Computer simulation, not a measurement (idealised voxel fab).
Herein follows the process module entitled voxel air gaps.
We display cut, a cross-section 240 nm in width whose square cells are each 5 nm.
Cross-section = grid of square cells, listed top down in bands; band = one or more rows. Read a band's entry like this: the first values are the height of its top and the height of its bottom in nm, and what follows is the sequence of materials from left to right, each with its width in nm. Note that "blank" is empty space, and that a single material marked "full width" reaches across the band from edge to edge. Measure heights from 0. That's the level where, below it, the as-received wafer is all one material. The lowest band is bottomless and extends downward; write it as in "0 nm and below". Quick explanation for "30->40": the width changes in equal steps down the rows of cells, from the first number in the band's top row to the second number in its bottom row. No cell of the cross-section changed in a step that is given as "left unchanged". "Completely enclosed voids": empty spaces of 8 cells or more with no open way to the top, each given as width x height at distance, distance from the left edge, all in nm. Formally, on a step line, whatever follows the settings is a remark that the simulator itself makes on the step. "overlay nm" answers the question of how far to the right of plan the mask lay on a step that has a mask, and when it is negative the answer is to the left. Before/after cross-section pairs, one process step each; after shown to lowest changed band; step and settings beneath. Pairs may be from different runs of this module on the same starting wafer; a pair continues from the one above only where its "Prior to step" entry says so.
Prior to step:
  0 nm and below | Si full width
  Completely enclosed voids: none
Resultant Cross-Section:
  15 nm to 0 nm | SiO2 full width
  Below a height of 0, the structure has not been altered.
  Completely enclosed voids: none
Step that separates the before view from the after view above: CONFORMAL_DEP [material SiO2] [thk nm 15]
Prior to step: The cross-section prior to this step is the one presented after the step of the pair immediately above.
Resultant Cross-Section:
  20 nm to 15 nm | SiN full width
  Below a height of 15, the structure has not been altered.
  Completely enclosed voids: none
Step that separates the before view from the after view above: CONFORMAL_DEP [material SiN] [thk nm 5]
Prior to step: The cross-section prior to this step is the one presented after the step of the pair immediately above.
Resultant Cross-Section:
  55 nm to 20 nm | SiO2 full width
  Below a height of 20, the structure has not been altered.
  Completely enclosed voids: none
Step that separates the before view from the after view above: DIRECTIONAL_DEP [material SiO2] [thk nm 35]
Prior to step: The cross-section prior to this step is the one presented after the step of the pair immediately above.
Resultant Cross-Section:
  70 nm to 55 nm | aC full width
  Below a height of 55, the structure has not been altered.
  Completely enclosed voids: none
Step that separates the before view from the after view above: DIRECTIONAL_DEP [material aC] [thk nm 15]
Prior to step: The cross-section prior to this step is the one presented after the step of the pair immediately above.
Resultant Cross-Section:
  105 nm to 70 nm | resist: 40, then blank: 20, then resist: 25, then blank: 20, then resist: 25, then blank: 20, then resist: 25, then blank: 20, then resist: 45
  Below a height of 70, the structure has not been altered.
  Completely enclosed voids: none
Step that separates the before view from the after view above: PATTERN [tone open] [mask id LINES] [material resist] [width nm 20] [pitch nm 45] [thk nm 35] [overlay nm 0]
Prior to step: The cross-section prior to this step is the one presented after the step of the pair immediately above.
Resultant Cross-Section:
  90 nm to 70 nm | resist: 40, then blank: 20, then resist: 25, then blank: 20, then resist: 25, then blank: 20, then resist: 25, then blank: 20, then resist: 45
  70 nm to 55 nm | aC: 40, then blank: 20, then aC: 25, then blank: 20, then aC: 25, then blank: 20, then aC: 25, then blank: 20, then aC: 45
  Below a height of 55, the structure has not been altered.
  Completely enclosed voids: none
Step that separates the before view from the after view above: DIRECTIONAL_ETCH [etch materials aC] [depth nm 15]
Prior to step: The cross-section prior to this step is the one presented after the step of the pair immediately above.
Resultant Cross-Section:
  70 nm to 55 nm | aC: 40, then blank: 20, then aC: 25, then blank: 20, then aC: 25, then blank: 20, then aC: 25, then blank: 20, then aC: 45
  Below a height of 55, the structure has not been altered.
  Completely enclosed voids: none
Step that separates the before view from the after view above: STRIP [etch materials resist]
Prior to step: The cross-section prior to this step is the one presented after the step of the pair immediately above.
Resultant Cross-Section:
  70 nm to 55 nm | aC: 40, then blank: 20, then aC: 25, then blank: 20, then aC: 25, then blank: 20, then aC: 25, then blank: 20, then aC: 45
  55 nm to 20 nm | SiO2: 40, then blank: 20, then SiO2: 25, then blank: 20, then SiO2: 25, then blank: 20, then SiO2: 25, then blank: 20, then SiO2: 45
  Below a height of 20, the structure has not been altered.
  Completely enclosed voids: none
Step that separates the before view from the after view above: DIRECTIONAL_ETCH [etch materials SiO2] [depth nm 35]
Prior to step: The cross-section prior to this step is the one presented after the step of the pair immediately above.
Resultant Cross-Section:
  55 nm to 20 nm | SiO2: 40, then blank: 20, then SiO2: 25, then blank: 20, then SiO2: 25, then blank: 20, then SiO2: 25, then blank: 20, then SiO2: 45
  Below a height of 20, the structure has not been altered.
  Completely enclosed voids: none
Step that separates the before view from the after view above: STRIP [etch materials aC]
Prior to step: The cross-section prior to this step is the one presented after the step of the pair immediately above.
Resultant Cross-Section:
  60 nm to 55 nm | TiN: 45, then blank: 10, then TiN: 35, then blank: 10, then TiN: 35, then blank: 10, then TiN: 35, then blank: 10, then TiN: 50
  55 nm to 25 nm | SiO2: 40, then TiN: 5, then blank: 10, then TiN: 5, then SiO2: 25, then TiN: 5, then blank: 10, then TiN: 5, then SiO2: 25, then TiN: 5, then blank: 10, then TiN: 5, then SiO2: 25, then TiN: 5, then blank: 10, then TiN: 5, then SiO2: 45
  25 nm to 20 nm | SiO2: 40, then TiN: 20, then SiO2: 25, then TiN: 20, then SiO2: 25, then TiN: 20, then SiO2: 25, then TiN: 20, then SiO2: 45
  Below a height of 20, the structure has not been altered.
  Completely enclosed voids: none
Step that separates the before view from the after view above: CONFORMAL_DEP [material TiN] [thk nm 5]
Prior to step: The cross-section prior to this step is the one presented after the step of the pair immediately above.
Resultant Cross-Section:
  65 nm to 60 nm | Cu full width
  60 nm to 55 nm | TiN: 45, then Cu: 10, then TiN: 35, then Cu: 10, then TiN: 35, then Cu: 10, then TiN: 35, then Cu: 10, then TiN: 50
  55 nm to 25 nm | SiO2: 40, then TiN: 5, then Cu: 10, then TiN: 5, then SiO2: 25, then TiN: 5, then Cu: 10, then TiN: 5, then SiO2: 25, then TiN: 5, then Cu: 10, then TiN: 5, then SiO2: 25, then TiN: 5, then Cu: 10, then TiN: 5, then SiO2: 45
  Below a height of 25, the structure has not been altered.
  Completely enclosed voids: none
Step that separates the before view from the after view above: FILL_DEP [material Cu] [thk nm 5]
Prior to step: The cross-section prior to this step is the one presented after the step of the pair immediately above.
Resultant Cross-Section:
  55 nm to 25 nm | SiO2: 40, then TiN: 5, then Cu: 10, then TiN: 5, then SiO2: 25, then TiN: 5, then Cu: 10, then TiN: 5, then SiO2: 25, then TiN: 5, then Cu: 10, then TiN: 5, then SiO2: 25, then TiN: 5, then Cu: 10, then TiN: 5, then SiO2: 45
  Below a height of 25, the structure has not been altered.
  Completely enclosed voids: none
Step that separates the before view from the after view above: CMP [height nm 55]
Prior to step: The cross-section prior to this step is the one presented after the step of the pair immediately above.
Resultant Cross-Section:
  65 nm to 55 nm | blank: 30, then Ru: 40, then blank: 5, then Ru: 40, then blank: 5, then Ru: 40, then blank: 5, then Ru: 40, then blank: 35
  Below a height of 55, the structure has not been altered.
  Completely enclosed voids: none
Step that separates the before view from the after view above: EPI [material Ru] [thk nm 10]
Prior to step: The cross-section prior to this step is the one presented after the step of the pair immediately above.
Resultant Cross-Section:
  65 nm to 55 nm | blank: 30, then Ru: 40, then blank: 5, then Ru: 40, then blank: 5, then Ru: 40, then blank: 5, then Ru: 40, then blank: 35
  55 nm to 25 nm | blank: 40, then TiN: 5, then Cu: 10, then TiN: 5, then blank: 25, then TiN: 5, then Cu: 10, then TiN: 5, then blank: 25, then TiN: 5, then Cu: 10, then TiN: 5, then blank: 25, then TiN: 5, then Cu: 10, then TiN: 5, then blank: 45
  25 nm to 20 nm | blank: 40, then TiN: 20, then blank: 25, then TiN: 20, then blank: 25, then TiN: 20, then blank: 25, then TiN: 20, then blank: 45
  Below a height of 20, the structure has not been altered.
  Completely enclosed voids: none
Step that separates the before view from the after view above: SELECTIVE_ETCH [etch materials SiO2] [depth nm 45]
Prior to step: The cross-section prior to this step is the one presented after the step of the pair immediately above.
Resultant Cross-Section:
  70 nm to 65 nm | blank: 25, then SiCN: 185, then blank: 30
  65 nm to 55 nm | blank: 25, then SiCN: 5, then Ru: 40, then SiCN: 5, then Ru: 40, then SiCN: 5, then Ru: 40, then SiCN: 5, then Ru: 40, then SiCN: 5, then blank: 30
  55 nm to 50 nm | blank: 25, then SiCN: 15, then TiN: 5, then Cu: 10, then TiN: 5, then SiCN: 25, then TiN: 5, then Cu: 10, then TiN: 5, then SiCN: 25, then TiN: 5, then Cu: 10, then TiN: 5, then SiCN: 25, then TiN: 5, then Cu: 10, then TiN: 5, then SiCN: 15, then blank: 30
  50 nm to 25 nm | blank: 35, then SiCN: 5, then TiN: 5, then Cu: 10, then TiN: 5, then SiCN: 5, then blank: 15, then SiCN: 5, then TiN: 5, then Cu: 10, then TiN: 5, then SiCN: 5, then blank: 15, then SiCN: 5, then TiN: 5, then Cu: 10, then TiN: 5, then SiCN: 5, then blank: 15, then SiCN: 5, then TiN: 5, then Cu: 10, then TiN: 5, then SiCN: 5, then blank: 40
  25 nm to 20 nm | SiCN: 40, then TiN: 20, then SiCN: 25, then TiN: 20, then SiCN: 25, then TiN: 20, then SiCN: 25, then TiN: 20, then SiCN: 45
  Below a height of 20, the structure has not been altered.
  Completely enclosed voids: 15 x 25 at 65; 15 x 25 at 110; 15 x 25 at 155
Step that separates the before view from the after view above: CONFORMAL_DEP [material SiCN] [thk nm 5]
Prior to step:
  15 nm to 0 nm | SiO2 full width
  0 nm and below | Si full width
  Completely enclosed voids: none
Resultant Cross-Section:
  30 nm to 0 nm | SiO2 full width
  Below a height of 0, the structure has not been altered.
  Completely enclosed voids: none
Step that separates the before view from the after view above: CONFORMAL_DEP [material SiO2] [thk nm 15]
Prior to step: The cross-section prior to this step is the one presented after the step of the pair immediately above.
Resultant Cross-Section:
  35 nm to 30 nm | SiN full width
  Below a height of 30, the structure has not been altered.
  Completely enclosed voids: none
Step that separates the before view from the after view above: CONFORMAL_DEP [material SiN] [thk nm 5]
Prior to step: The cross-section prior to this step is the one presented after the step of the pair immediately above.
Resultant Cross-Section:
  70 nm to 35 nm | SiO2 full width
  Below a height of 35, the structure has not been altered.
  Completely enclosed voids: none
Step that separates the before view from the after view above: DIRECTIONAL_DEP [material SiO2] [thk nm 35]
Prior to step: The cross-section prior to this step is the one presented after the step of the pair immediately above.
Resultant Cross-Section:
  85 nm to 70 nm | aC full width
  Below a height of 70, the structure has not been altered.
  Completely enclosed voids: none
Step that separates the before view from the after view above: DIRECTIONAL_DEP [material aC] [thk nm 15]
Prior to step: The cross-section prior to this step is the one presented after the step of the pair immediately above.
Resultant Cross-Section:
  120 nm to 85 nm | resist: 40, then blank: 20, then resist: 25, then blank: 20, then resist: 25, then blank: 20, then resist: 25, then blank: 20, then resist: 45
  Below a height of 85, the structure has not been altered.
  Completely enclosed voids: none
Step that separates the before view from the after view above: PATTERN [tone open] [mask id LINES] [material resist] [width nm 20] [pitch nm 45] [thk nm 35] [overlay nm 0]
Prior to step: The cross-section prior to this step is the one presented after the step of the pair immediately above.
Resultant Cross-Section:
  105 nm to 85 nm | resist: 40, then blank: 20, then resist: 25, then blank: 20, then resist: 25, then blank: 20, then resist: 25, then blank: 20, then resist: 45
  85 nm to 70 nm | aC: 40, then blank: 20, then aC: 25, then blank: 20, then aC: 25, then blank: 20, then aC: 25, then blank: 20, then aC: 45
  Below a height of 70, the structure has not been altered.
  Completely enclosed voids: none
Step that separates the before view from the after view above: DIRECTIONAL_ETCH [etch materials aC] [depth nm 15]
Prior to step: The cross-section prior to this step is the one presented after the step of the pair immediately above.
Resultant Cross-Section:
  85 nm to 70 nm | aC: 40, then blank: 20, then aC: 25, then blank: 20, then aC: 25, then blank: 20, then aC: 25, then blank: 20, then aC: 45
  Below a height of 70, the structure has not been altered.
  Completely enclosed voids: none
Step that separates the before view from the after view above: STRIP [etch materials resist]
Prior to step: The cross-section prior to this step is the one presented after the step of the pair immediately above.
Resultant Cross-Section:
  85 nm to 70 nm | aC: 40, then blank: 20, then aC: 25, then blank: 20, then aC: 25, then blank: 20, then aC: 25, then blank: 20, then aC: 45
  70 nm to 35 nm | SiO2: 40, then blank: 20, then SiO2: 25, then blank: 20, then SiO2: 25, then blank: 20, then SiO2: 25, then blank: 20, then SiO2: 45
  Below a height of 35, the structure has not been altered.
  Completely enclosed voids: none
Step that separates the before view from the after view above: DIRECTIONAL_ETCH [etch materials SiO2] [depth nm 35]
Prior to step: The cross-section prior to this step is the one presented after the step of the pair immediately above.
Resultant Cross-Section:
  70 nm to 35 nm | SiO2: 40, then blank: 20, then SiO2: 25, then blank: 20, then SiO2: 25, then blank: 20, then SiO2: 25, then blank: 20, then SiO2: 45
  Below a height of 35, the structure has not been altered.
  Completely enclosed voids: none
Step that separates the before view from the after view above: STRIP [etch materials aC]
Prior to step: The cross-section prior to this step is the one presented after the step of the pair immediately above.
Resultant Cross-Section:
  75 nm to 70 nm | TiN: 45, then blank: 10, then TiN: 35, then blank: 10, then TiN: 35, then blank: 10, then TiN: 35, then blank: 10, then TiN: 50
  70 nm to 40 nm | SiO2: 40, then TiN: 5, then blank: 10, then TiN: 5, then SiO2: 25, then TiN: 5, then blank: 10, then TiN: 5, then SiO2: 25, then TiN: 5, then blank: 10, then TiN: 5, then SiO2: 25, then TiN: 5, then blank: 10, then TiN: 5, then SiO2: 45
  40 nm to 35 nm | SiO2: 40, then TiN: 20, then SiO2: 25, then TiN: 20, then SiO2: 25, then TiN: 20, then SiO2: 25, then TiN: 20, then SiO2: 45
  Below a height of 35, the structure has not been altered.
  Completely enclosed voids: none
Step that separates the before view from the after view above: CONFORMAL_DEP [material TiN] [thk nm 5]
Prior to step: The cross-section prior to this step is the one presented after the step of the pair immediately above.
Resultant Cross-Section:
  80 nm to 75 nm | Cu full width
  75 nm to 70 nm | TiN: 45, then Cu: 10, then TiN: 35, then Cu: 10, then TiN: 35, then Cu: 10, then TiN: 35, then Cu: 10, then TiN: 50
  70 nm to 40 nm | SiO2: 40, then TiN: 5, then Cu: 10, then TiN: 5, then SiO2: 25, then TiN: 5, then Cu: 10, then TiN: 5, then SiO2: 25, then TiN: 5, then Cu: 10, then TiN: 5, then SiO2: 25, then TiN: 5, then Cu: 10, then TiN: 5, then SiO2: 45
  Below a height of 40, the structure has not been altered.
  Completely enclosed voids: none
Step that separates the before view from the after view above: FILL_DEP [material Cu] [thk nm 5]
Prior to step: The cross-section prior to this step is the one presented after the step of the pair immediately above.
Resultant Cross-Section:
  55 nm to 40 nm | SiO2: 40, then TiN: 5, then Cu: 10, then TiN: 5, then SiO2: 25, then TiN: 5, then Cu: 10, then TiN: 5, then SiO2: 25, then TiN: 5, then Cu: 10, then TiN: 5, then SiO2: 25, then TiN: 5, then Cu: 10, then TiN: 5, then SiO2: 45
  Below a height of 40, the structure has not been altered.
  Completely enclosed voids: none
Step that separates the before view from the after view above: CMP [height nm 55]
Prior to step: The cross-section prior to this step is the one presented after the step of the pair immediately above.
Resultant Cross-Section:
  65 nm to 55 nm | blank: 30, then Ru: 40, then blank: 5, then Ru: 40, then blank: 5, then Ru: 40, then blank: 5, then Ru: 40, then blank: 35
  Below a height of 55, the structure has not been altered.
  Completely enclosed voids: none
Step that separates the before view from the after view above: EPI [material Ru] [thk nm 10]
Prior to step: The cross-section prior to this step is the one presented after the step of the pair immediately above.
Resultant Cross-Section:
  65 nm to 55 nm | blank: 30, then Ru: 40, then blank: 5, then Ru: 40, then blank: 5, then Ru: 40, then blank: 5, then Ru: 40, then blank: 35
  55 nm to 40 nm | blank: 40, then TiN: 5, then Cu: 10, then TiN: 5, then blank: 25, then TiN: 5, then Cu: 10, then TiN: 5, then blank: 25, then TiN: 5, then Cu: 10, then TiN: 5, then blank: 25, then TiN: 5, then Cu: 10, then TiN: 5, then blank: 45
  40 nm to 35 nm | blank: 40, then TiN: 20, then blank: 25, then TiN: 20, then blank: 25, then TiN: 20, then blank: 25, then TiN: 20, then blank: 45
  Below a height of 35, the structure has not been altered.
  Completely enclosed voids: none
Step that separates the before view from the after view above: SELECTIVE_ETCH [etch materials SiO2] [depth nm 45]
Prior to step: The cross-section prior to this step is the one presented after the step of the pair immediately above.
Resultant Cross-Section:
  70 nm to 65 nm | blank: 25, then SiCN: 185, then blank: 30
  65 nm to 55 nm | blank: 25, then SiCN: 5, then Ru: 40, then SiCN: 5, then Ru: 40, then SiCN: 5, then Ru: 40, then SiCN: 5, then Ru: 40, then SiCN: 5, then blank: 30
  55 nm to 50 nm | blank: 25, then SiCN: 15, then TiN: 5, then Cu: 10, then TiN: 5, then SiCN: 25, then TiN: 5, then Cu: 10, then TiN: 5, then SiCN: 25, then TiN: 5, then Cu: 10, then TiN: 5, then SiCN: 25, then TiN: 5, then Cu: 10, then TiN: 5, then SiCN: 15, then blank: 30
  50 nm to 40 nm | blank: 35, then SiCN: 5, then TiN: 5, then Cu: 10, then TiN: 5, then SiCN: 5, then blank: 15, then SiCN: 5, then TiN: 5, then Cu: 10, then TiN: 5, then SiCN: 5, then blank: 15, then SiCN: 5, then TiN: 5, then Cu: 10, then TiN: 5, then SiCN: 5, then blank: 15, then SiCN: 5, then TiN: 5, then Cu: 10, then TiN: 5, then SiCN: 5, then blank: 40
  40 nm to 35 nm | SiCN: 40, then TiN: 20, then SiCN: 25, then TiN: 20, then SiCN: 25, then TiN: 20, then SiCN: 25, then TiN: 20, then SiCN: 45
  Below a height of 35, the structure has not been altered.
  Completely enclosed voids: none
Step that separates the before view from the after view above: CONFORMAL_DEP [material SiCN] [thk nm 5]
Prior to step:
  55 nm to 25 nm | SiO2: 40, then TiN: 5, then Cu: 10, then TiN: 5, then SiO2: 25, then TiN: 5, then Cu: 10, then TiN: 5, then SiO2: 25, then TiN: 5, then Cu: 10, then TiN: 5, then SiO2: 25, then TiN: 5, then Cu: 10, then TiN: 5, then SiO2: 45
  25 nm to 20 nm | SiO2: 40, then TiN: 20, then SiO2: 25, then TiN: 20, then SiO2: 25, then TiN: 20, then SiO2: 25, then TiN: 20, then SiO2: 45
  20 nm to 15 nm | SiN full width
  15 nm to 0 nm | SiO2 full width
  0 nm and below | Si full width
  Completely enclosed voids: none
Resultant Cross-Section:
  55 nm to 25 nm | blank: 40, then TiN: 5, then Cu: 10, then TiN: 5, then blank: 25, then TiN: 5, then Cu: 10, then TiN: 5, then blank: 25, then TiN: 5, then Cu: 10, then TiN: 5, then blank: 25, then TiN: 5, then Cu: 10, then TiN: 5, then blank: 45
  25 nm to 20 nm | blank: 40, then TiN: 20, then blank: 25, then TiN: 20, then blank: 25, then TiN: 20, then blank: 25, then TiN: 20, then blank: 45
  Below a height of 20, the structure has not been altered.
  Completely enclosed voids: none
Step that separates the before view from the after view above: SELECTIVE_ETCH [etch materials SiO2] [depth nm 45]
Prior to step: The cross-section prior to this step is the one presented after the step of the pair immediately above.
Resultant Cross-Section:
  65 nm to 55 nm | blank: 30, then Ru: 40, then blank: 5, then Ru: 40, then blank: 5, then Ru: 40, then blank: 5, then Ru: 40, then blank: 35
  55 nm to 25 nm | blank: 30, then Ru: 10, then TiN: 5, then Cu: 10, then TiN: 5, then Ru: 10, then blank: 5, then Ru: 10, then TiN: 5, then Cu: 10, then TiN: 5, then Ru: 10, then blank: 5, then Ru: 10, then TiN: 5, then Cu: 10, then TiN: 5, then Ru: 10, then blank: 5, then Ru: 10, then TiN: 5, then Cu: 10, then TiN: 5, then Ru: 10, then blank: 35
  25 nm to 20 nm | blank: 30, then Ru: 10, then TiN: 20, then Ru: 10, then blank: 5, then Ru: 10, then TiN: 20, then Ru: 10, then blank: 5, then Ru: 10, then TiN: 20, then Ru: 10, then blank: 5, then Ru: 10, then TiN: 20, then Ru: 10, then blank: 35
  Below a height of 20, the structure has not been altered.
  Completely enclosed voids: none
Step that separates the before view from the after view above: EPI [material Ru] [thk nm 10]
Prior to step: The cross-section prior to this step is the one presented after the step of the pair immediately above.
Resultant Cross-Section:
  70 nm to 65 nm | blank: 25, then SiCN: 185, then blank: 30
  65 nm to 55 nm | blank: 25, then SiCN: 5, then Ru: 40, then SiCN: 5, then Ru: 40, then SiCN: 5, then Ru: 40, then SiCN: 5, then Ru: 40, then SiCN: 5, then blank: 30
  55 nm to 25 nm | blank: 25, then SiCN: 5, then Ru: 10, then TiN: 5, then Cu: 10, then TiN: 5, then Ru: 10, then SiCN: 5, then Ru: 10, then TiN: 5, then Cu: 10, then TiN: 5, then Ru: 10, then SiCN: 5, then Ru: 10, then TiN: 5, then Cu: 10, then TiN: 5, then Ru: 10, then SiCN: 5, then Ru: 10, then TiN: 5, then Cu: 10, then TiN: 5, then Ru: 10, then SiCN: 5, then blank: 30
  25 nm to 20 nm | SiCN: 30, then Ru: 10, then TiN: 20, then Ru: 10, then SiCN: 5, then Ru: 10, then TiN: 20, then Ru: 10, then SiCN: 5, then Ru: 10, then TiN: 20, then Ru: 10, then SiCN: 5, then Ru: 10, then TiN: 20, then Ru: 10, then SiCN: 35
  Below a height of 20, the structure has not been altered.
  Completely enclosed voids: none
Step that separates the before view from the after view above: CONFORMAL_DEP [material SiCN] [thk nm 5]
Prior to step:
  65 nm to 60 nm | Cu full width
  60 nm to 55 nm | TiN: 45, then Cu: 10, then TiN: 35, then Cu: 10, then TiN: 35, then Cu: 10, then TiN: 35, then Cu: 10, then TiN: 50
  55 nm to 25 nm | SiO2: 40, then TiN: 5, then Cu: 10, then TiN: 5, then SiO2: 25, then TiN: 5, then Cu: 10, then TiN: 5, then SiO2: 25, then TiN: 5, then Cu: 10, then TiN: 5, then SiO2: 25, then TiN: 5, then Cu: 10, then TiN: 5, then SiO2: 45
  25 nm to 20 nm | SiO2: 40, then TiN: 20, then SiO2: 25, then TiN: 20, then SiO2: 25, then TiN: 20, then SiO2: 25, then TiN: 20, then SiO2: 45
  20 nm to 15 nm | SiN full width
  15 nm to 0 nm | SiO2 full width
  0 nm and below | Si full width
  Completely enclosed voids: none
Resultant Cross-Section:
  45 nm to 25 nm | SiO2: 40, then TiN: 5, then Cu: 10, then TiN: 5, then SiO2: 25, then TiN: 5, then Cu: 10, then TiN: 5, then SiO2: 25, then TiN: 5, then Cu: 10, then TiN: 5, then SiO2: 25, then TiN: 5, then Cu: 10, then TiN: 5, then SiO2: 45
  Below a height of 25, the structure has not been altered.
  Completely enclosed voids: none
Step that separates the before view from the after view above: CMP [height nm 45]
Prior to step: The cross-section prior to this step is the one presented after the step of the pair immediately above.
Resultant Cross-Section:
  55 nm to 45 nm | blank: 30, then Ru: 40, then blank: 5, then Ru: 40, then blank: 5, then Ru: 40, then blank: 5, then Ru: 40, then blank: 35
  Below a height of 45, the structure has not been altered.
  Completely enclosed voids: none
Step that separates the before view from the after view above: EPI [material Ru] [thk nm 10]
Prior to step: The cross-section prior to this step is the one presented after the step of the pair immediately above.
Resultant Cross-Section:
  55 nm to 45 nm | blank: 30, then Ru: 40, then blank: 5, then Ru: 40, then blank: 5, then Ru: 40, then blank: 5, then Ru: 40, then blank: 35
  45 nm to 25 nm | blank: 40, then TiN: 5, then Cu: 10, then TiN: 5, then blank: 25, then TiN: 5, then Cu: 10, then TiN: 5, then blank: 25, then TiN: 5, then Cu: 10, then TiN: 5, then blank: 25, then TiN: 5, then Cu: 10, then TiN: 5, then blank: 45
  25 nm to 20 nm | blank: 40, then TiN: 20, then blank: 25, then TiN: 20, then blank: 25, then TiN: 20, then blank: 25, then TiN: 20, then blank: 45
  Below a height of 20, the structure has not been altered.
  Completely enclosed voids: none
Step that separates the before view from the after view above: SELECTIVE_ETCH [etch materials SiO2] [depth nm 45]
Prior to step: The cross-section prior to this step is the one presented after the step of the pair immediately above.
Resultant Cross-Section:
  60 nm to 55 nm | blank: 25, then SiCN: 185, then blank: 30
  55 nm to 45 nm | blank: 25, then SiCN: 5, then Ru: 40, then SiCN: 5, then Ru: 40, then SiCN: 5, then Ru: 40, then SiCN: 5, then Ru: 40, then SiCN: 5, then blank: 30
  45 nm to 40 nm | blank: 25, then SiCN: 15, then TiN: 5, then Cu: 10, then TiN: 5, then SiCN: 25, then TiN: 5, then Cu: 10, then TiN: 5, then SiCN: 25, then TiN: 5, then Cu: 10, then TiN: 5, then SiCN: 25, then TiN: 5, then Cu: 10, then TiN: 5, then SiCN: 15, then blank: 30
  40 nm to 25 nm | blank: 35, then SiCN: 5, then TiN: 5, then Cu: 10, then TiN: 5, then SiCN: 5, then blank: 15, then SiCN: 5, then TiN: 5, then Cu: 10, then TiN: 5, then SiCN: 5, then blank: 15, then SiCN: 5, then TiN: 5, then Cu: 10, then TiN: 5, then SiCN: 5, then blank: 15, then SiCN: 5, then TiN: 5, then Cu: 10, then TiN: 5, then SiCN: 5, then blank: 40
  25 nm to 20 nm | SiCN: 40, then TiN: 20, then SiCN: 25, then TiN: 20, then SiCN: 25, then TiN: 20, then SiCN: 25, then TiN: 20, then SiCN: 45
  Below a height of 20, the structure has not been altered.
  Completely enclosed voids: 15 x 15 at 65; 15 x 15 at 110; 15 x 15 at 155
Step that separates the before view from the after view above: CONFORMAL_DEP [material SiCN] [thk nm 5]
Prior to step:
  70 nm to 55 nm | aC full width
  55 nm to 20 nm | SiO2 full width
  20 nm to 15 nm | SiN full width
  15 nm to 0 nm | SiO2 full width
  0 nm and below | Si full width
  Completely enclosed voids: none
Resultant Cross-Section:
  105 nm to 70 nm | resist: 35, then blank: 30, then resist: 15, then blank: 30, then resist: 15, then blank: 30, then resist: 15, then blank: 30, then resist: 40
  Below a height of 70, the structure has not been altered.
  Completely enclosed voids: none
Step that separates the before view from the after view above: PATTERN [tone open] [mask id LINES] [material resist] [width nm 30] [pitch nm 45] [thk nm 35] [overlay nm 0]
Prior to step: The cross-section prior to this step is the one presented after the step of the pair immediately above.
Resultant Cross-Section:
  90 nm to 70 nm | resist: 35, then blank: 30, then resist: 15, then blank: 30, then resist: 15, then blank: 30, then resist: 15, then blank: 30, then resist: 40
  70 nm to 55 nm | aC: 35, then blank: 30, then aC: 15, then blank: 30, then aC: 15, then blank: 30, then aC: 15, then blank: 30, then aC: 40
  Below a height of 55, the structure has not been altered.
  Completely enclosed voids: none
Step that separates the before view from the after view above: DIRECTIONAL_ETCH [etch materials aC] [depth nm 15]
Prior to step: The cross-section prior to this step is the one presented after the step of the pair immediately above.
Resultant Cross-Section:
  70 nm to 55 nm | aC: 35, then blank: 30, then aC: 15, then blank: 30, then aC: 15, then blank: 30, then aC: 15, then blank: 30, then aC: 40
  Below a height of 55, the structure has not been altered.
  Completely enclosed voids: none
Step that separates the before view from the after view above: STRIP [etch materials resist]
Prior to step: The cross-section prior to this step is the one presented after the step of the pair immediately above.
Resultant Cross-Section:
  70 nm to 55 nm | aC: 35, then blank: 30, then aC: 15, then blank: 30, then aC: 15, then blank: 30, then aC: 15, then blank: 30, then aC: 40
  55 nm to 20 nm | SiO2: 35, then blank: 30, then SiO2: 15, then blank: 30, then SiO2: 15, then blank: 30, then SiO2: 15, then blank: 30, then SiO2: 40
  Below a height of 20, the structure has not been altered.
  Completely enclosed voids: none
Step that separates the before view from the after view above: DIRECTIONAL_ETCH [etch materials SiO2] [depth nm 35]
Prior to step: The cross-section prior to this step is the one presented after the step of the pair immediately above.
Resultant Cross-Section:
  55 nm to 20 nm | SiO2: 35, then blank: 30, then SiO2: 15, then blank: 30, then SiO2: 15, then blank: 30, then SiO2: 15, then blank: 30, then SiO2: 40
  Below a height of 20, the structure has not been altered.
  Completely enclosed voids: none
Step that separates the before view from the after view above: STRIP [etch materials aC]
Prior to step: The cross-section prior to this step is the one presented after the step of the pair immediately above.
Resultant Cross-Section:
  60 nm to 55 nm | TiN: 40, then blank: 20, then TiN: 25, then blank: 20, then TiN: 25, then blank: 20, then TiN: 25, then blank: 20, then TiN: 45
  55 nm to 25 nm | SiO2: 35, then TiN: 5, then blank: 20, then TiN: 5, then SiO2: 15, then TiN: 5, then blank: 20, then TiN: 5, then SiO2: 15, then TiN: 5, then blank: 20, then TiN: 5, then SiO2: 15, then TiN: 5, then blank: 20, then TiN: 5, then SiO2: 40
  25 nm to 20 nm | SiO2: 35, then TiN: 30, then SiO2: 15, then TiN: 30, then SiO2: 15, then TiN: 30, then SiO2: 15, then TiN: 30, then SiO2: 40
  Below a height of 20, the structure has not been altered.
  Completely enclosed voids: none
Step that separates the before view from the after view above: CONFORMAL_DEP [material TiN] [thk nm 5]
Prior to step: The cross-section prior to this step is the one presented after the step of the pair immediately above.
Resultant Cross-Section:
  65 nm to 60 nm | Cu full width
  60 nm to 55 nm | TiN: 40, then Cu: 20, then TiN: 25, then Cu: 20, then TiN: 25, then Cu: 20, then TiN: 25, then Cu: 20, then TiN: 45
  55 nm to 25 nm | SiO2: 35, then TiN: 5, then Cu: 20, then TiN: 5, then SiO2: 15, then TiN: 5, then Cu: 20, then TiN: 5, then SiO2: 15, then TiN: 5, then Cu: 20, then TiN: 5, then SiO2: 15, then TiN: 5, then Cu: 20, then TiN: 5, then SiO2: 40
  Below a height of 25, the structure has not been altered.
  Completely enclosed voids: none
Step that separates the before view from the after view above: FILL_DEP [material Cu] [thk nm 5]
Prior to step: The cross-section prior to this step is the one presented after the step of the pair immediately above.
Resultant Cross-Section:
  55 nm to 25 nm | SiO2: 35, then TiN: 5, then Cu: 20, then TiN: 5, then SiO2: 15, then TiN: 5, then Cu: 20, then TiN: 5, then SiO2: 15, then TiN: 5, then Cu: 20, then TiN: 5, then SiO2: 15, then TiN: 5, then Cu: 20, then TiN: 5, then SiO2: 40
  Below a height of 25, the structure has not been altered.
  Completely enclosed voids: none
Step that separates the before view from the after view above: CMP [height nm 55]
Prior to step: The cross-section prior to this step is the one presented after the step of the pair immediately above.
Resultant Cross-Section:
  65 nm to 55 nm | blank: 25, then Ru: 185, then blank: 30
  Below a height of 55, the structure has not been altered.
  Completely enclosed voids: none
Step that separates the before view from the after view above: EPI [material Ru] [thk nm 10]
